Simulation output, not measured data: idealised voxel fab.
process module | voxel capacitor over wiring
cross-section cut | 230 nm wide | cells 5 nm
A cross-section is a grid of square cells, given in bands from the top down. A band is one or more rows of cells.
Each band's line starts with the height of the band's top and of its bottom, in nm. Then come its materials from left to right, each with its width in nm. One material with "throughout" fills the band from edge to edge. "air" is empty space.
Height 0 is the level under which the wafer as received is all one material. The lowest band goes on downwards, as in "0 down".
A width such as "30 to 40" changes by the same amount from each row of cells to the next, from the band's top row to its bottom row.
"no change" after a step means that no cell of the cross-section changed.
closed voids: empty space of 8 cells or more with no open way to the top, each as width x height at its distance from the left edge, in nm
after a step's settings: what the simulator itself notes on the step
overlay nm, on a step with a mask: how far to the right of its planned place the mask lay; to the left if negative
plan
1 op RECEIVE | material Si
2 op CONFORMAL_DEP | material SiO2 | thk nm 10
3 op CONFORMAL_DEP | material SiCN | thk nm 5
4 op DIRECTIONAL_DEP | material SiO2 | thk nm 20
5 op DIRECTIONAL_DEP | material aC | thk nm 10
6 op PATTERN | tone open | mask id METAL_1 | material resist | width nm 25 | pitch nm 95 | thk nm 25 | overlay nm -15
7 op DIRECTIONAL_ETCH | etch materials aC | depth nm 10
8 op STRIP | etch materials resist
9 op DIRECTIONAL_ETCH | etch materials SiO2 | depth nm 20
10 op DIRECTIONAL_ETCH | etch materials SiCN | depth nm 5
11 op STRIP | etch materials aC
12 op CONFORMAL_DEP | material TiN | thk nm 5
13 op FILL_DEP | material Cu | thk nm 10
14 op CMP | height nm 35
15 op CONFORMAL_DEP | material SiCN | thk nm 5
16 op DIRECTIONAL_DEP | material SiO2 | thk nm 10
17 op PATTERN | tone open | mask id PLUG_1 | material resist | width nm 15 | thk nm 15 | overlay nm 0
18 op DIRECTIONAL_ETCH | etch materials SiO2 | depth nm 10
19 op DIRECTIONAL_ETCH | etch materials SiCN | depth nm 5
20 op STRIP | etch materials resist
21 op CONFORMAL_DEP | material TiN | thk nm 5
22 op FILL_DEP | material Cu | thk nm 10
23 op CMP | height nm 50
24 op DIRECTIONAL_DEP | material TiN | thk nm 5
25 op DIRECTIONAL_DEP | material SiN | thk nm 5
26 op DIRECTIONAL_DEP | material TiN | thk nm 5
27 op MASKED_ETCH | tone cover | mask id UPPER_PLATE | width nm 75 | etch materials TiN | depth nm 5 | overlay nm 0
28 op MASKED_ETCH | tone cover | mask id UPPER_PLATE | width nm 75 | etch materials SiN | depth nm 5 | overlay nm 0
29 op DIRECTIONAL_DEP | material aC | thk nm 10
30 op PATTERN | tone cover | mask id LOWER_PLATE | material resist | width nm 85 | thk nm 25 | overlay nm 0
31 op DIRECTIONAL_ETCH | etch materials aC | depth nm 10
32 op STRIP | etch materials resist
33 op DIRECTIONAL_ETCH | etch materials TiN | depth nm 5
34 op STRIP | etch materials aC
35 op FILL_DEP | material SiO2 | thk nm 15
36 op CMP | height nm 75
37 op DIRECTIONAL_DEP | material aC | thk nm 15
38 op PATTERN | tone open | mask id PLUG_2 | material resist | width nm 15 | thk nm 30 | overlay nm 0
39 op DIRECTIONAL_ETCH | etch materials aC | depth nm 15
40 op STRIP | etch materials resist
41 op DIRECTIONAL_ETCH | etch materials SiO2 | depth nm 10
42 op STRIP | etch materials aC
43 op CONFORMAL_DEP | material TiN | thk nm 5
44 op FILL_DEP | material W | thk nm 10
45 op CMP | height nm 75
46 op CONFORMAL_DEP | material SiN | thk nm 5
varied across the wafers: overlay nm of step 6. The plan shows the first wafer's value. All wafers start alike
first wafer as received, after step 1
  0 down: Si throughout
  closed voids: none
first wafer at the end, after step 46
  80 to 75: SiN throughout
  75 to 70: SiO2 75 | TiN 5 | W 5 | TiN 5 | SiO2 140
  70 to 60: SiO2 75 to 65 | TiN 15 to 75 | SiO2 140 to 90
  60 to 55: SiO2 65 | SiN 75 | SiO2 90
  55 to 50: SiO2 60 | TiN 85 | SiO2 85
  50 to 40: SiO2 65 | TiN 5 | Cu 5 | TiN 5 | SiO2 150
  40 to 35: SiCN 65 | TiN 15 | SiCN 150
  35 to 15: SiO2 40 | TiN 5 | Cu 15 | TiN 5 | SiO2 70 | TiN 5 | Cu 15 | TiN 5 | SiO2 70
  15 to 10: SiCN 40 | TiN 25 | SiCN 70 | TiN 25 | SiCN 70
  10 to 0: SiO2 throughout
  0 down: Si throughout
  closed voids: none
last wafer at the end
  80 to 75: SiN throughout
  75 to 70: SiO2 75 | TiN 5 | W 5 | TiN 5 | SiO2 140
  70 to 60: SiO2 75 to 65 | TiN 15 to 75 | SiO2 140 to 90
  60 to 55: SiO2 65 | SiN 75 | SiO2 90
  55 to 50: SiO2 60 | TiN 85 | SiO2 85
  50 to 40: SiO2 65 | TiN 5 | Cu 5 | TiN 5 | SiO2 150
  40 to 35: SiCN 65 | TiN 15 | SiCN 150
  35 to 15: SiO2 70 | TiN 5 | Cu 15 | TiN 5 | SiO2 70 | TiN 5 | Cu 15 | TiN 5 | SiO2 40
  15 to 10: SiCN 70 | TiN 25 | SiCN 70 | TiN 25 | SiCN 40
  10 to 0: SiO2 throughout
  0 down: Si throughout
  closed voids: none
each wafer at the end: cells of each material gained (+) or lost (-) since it was received, then its closed voids
overlay nm -15 | +26 Cu | +79 SiCN | +61 SiN | +499 SiO2 | +70 TiN | +1 W | closed voids: none
overlay nm -10 | +26 Cu | +79 SiCN | +61 SiN | +499 SiO2 | +70 TiN | +1 W | closed voids: none
overlay nm -5 | +26 Cu | +79 SiCN | +61 SiN | +499 SiO2 | +70 TiN | +1 W | closed voids: none
overlay nm 0 | +26 Cu | +79 SiCN | +61 SiN | +499 SiO2 | +70 TiN | +1 W | closed voids: none
overlay nm 5 | +26 Cu | +79 SiCN | +61 SiN | +499 SiO2 | +70 TiN | +1 W | closed voids: none
overlay nm 10 | +26 Cu | +79 SiCN | +61 SiN | +499 SiO2 | +70 TiN | +1 W | closed voids: none
overlay nm 15 | +26 Cu | +79 SiCN | +61 SiN | +499 SiO2 | +70 TiN | +1 W | closed voids: none
